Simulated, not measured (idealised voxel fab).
process module | voxel local oxidation
cross-section cut | 270 nm wide | cells 5 nm
A cross-section is a grid of square cells, given in bands from the top down. A band is one or more rows of cells.
Each band's line starts with the height of the band's top and of its bottom, in nm. Then come its materials from left to right, each with its width in nm. One material with "throughout" fills the band from edge to edge. "air" is empty space.
Height 0 is the level under which the wafer as received is all one material. The lowest band goes on downwards, as in "0 down".
A width such as "30 to 40" changes by the same amount from each row of cells to the next, from the band's top row to its bottom row.
"no change" after a step means that no cell of the cross-section changed.
closed voids: empty space of 8 cells or more with no open way to the top, each as width x height at its distance from the left edge, in nm
after a step's settings: what the simulator itself notes on the step
overlay nm, on a step with a mask: how far to the right of its planned place the mask lay; to the left if negative
plan
1 op RECEIVE | material Si
2 op OXIDIZE | depth nm 5
3 op CONFORMAL_DEP | material SiN | thk nm 10
4 op PATTERN | tone cover | mask id ACTIVE | material resist | width nm 125 | thk nm 20 | overlay nm 0
5 op DIRECTIONAL_ETCH | etch materials SiN | depth nm 10
6 op STRIP | etch materials resist
7 op SELECTIVE_ETCH | etch materials SiO2 | depth nm 5
8 op OXIDIZE | depth nm 15
9 op STRIP | etch materials SiN
first wafer, as planned
as received, after step 1
  0 down: Si throughout
  closed voids: none
after step 2
  0 to -5: SiO2 throughout
  below -5: unchanged
after step 3
  10 to 0: SiN throughout
  below 0: unchanged
after step 4
  30 to 10: air 70 | resist 125 | air 75
  below 10: unchanged
after step 5
  30 to 10: air 70 | resist 125 | air 75
  10 to 0: air 70 | SiN 125 | air 75
  below 0: unchanged
after step 6
  10 to 0: air 70 | SiN 125 | air 75
  below 0: unchanged
after step 7
  10 to 0: air 70 | SiN 125 | air 75
  0 to -5: air 75 | SiO2 115 | air 80
  below -5: unchanged
after step 8
  10 to 0: air 70 | SiN 125 | air 75
  0 to -5: air 75 | SiO2 115 | air 80
  -5 to -20: SiO2 90 | Si 85 | SiO2 95
  below -20: unchanged
after step 9
  0 to -5: air 75 | SiO2 115 | air 80
  below -5: unchanged
second wafer: like start, like plan, one mistake. Through step 3 it matches the first wafer
when step 4 should have ended
  30 to 10: air 75 | resist 125 | air 70
  below 10: unchanged
when step 5 should have ended
  30 to 10: air 75 | resist 125 | air 70
  10 to 0: air 75 | SiN 125 | air 70
  below 0: unchanged
when step 6 should have ended
  10 to 0: air 75 | SiN 125 | air 70
  below 0: unchanged
when step 7 should have ended
  10 to 0: air 75 | SiN 125 | air 70
  0 to -5: air 80 | SiO2 115 | air 75
  below -5: unchanged
when step 8 should have ended
  10 to 0: air 75 | SiN 125 | air 70
  0 to -5: air 80 | SiO2 115 | air 75
  -5 to -20: SiO2 95 | Si 85 | SiO2 90
  below -20: unchanged
when step 9 should have ended
  0 to -5: air 80 | SiO2 115 | air 75
  below -5: unchanged
what went wrong: step 4 ran as: op PATTERN | tone cover | mask id ACTIVE | material resist | width nm 125 | thk nm 20 | overlay nm 5
at the end the second wafer has, in cells: as many of each material as the first, in other places
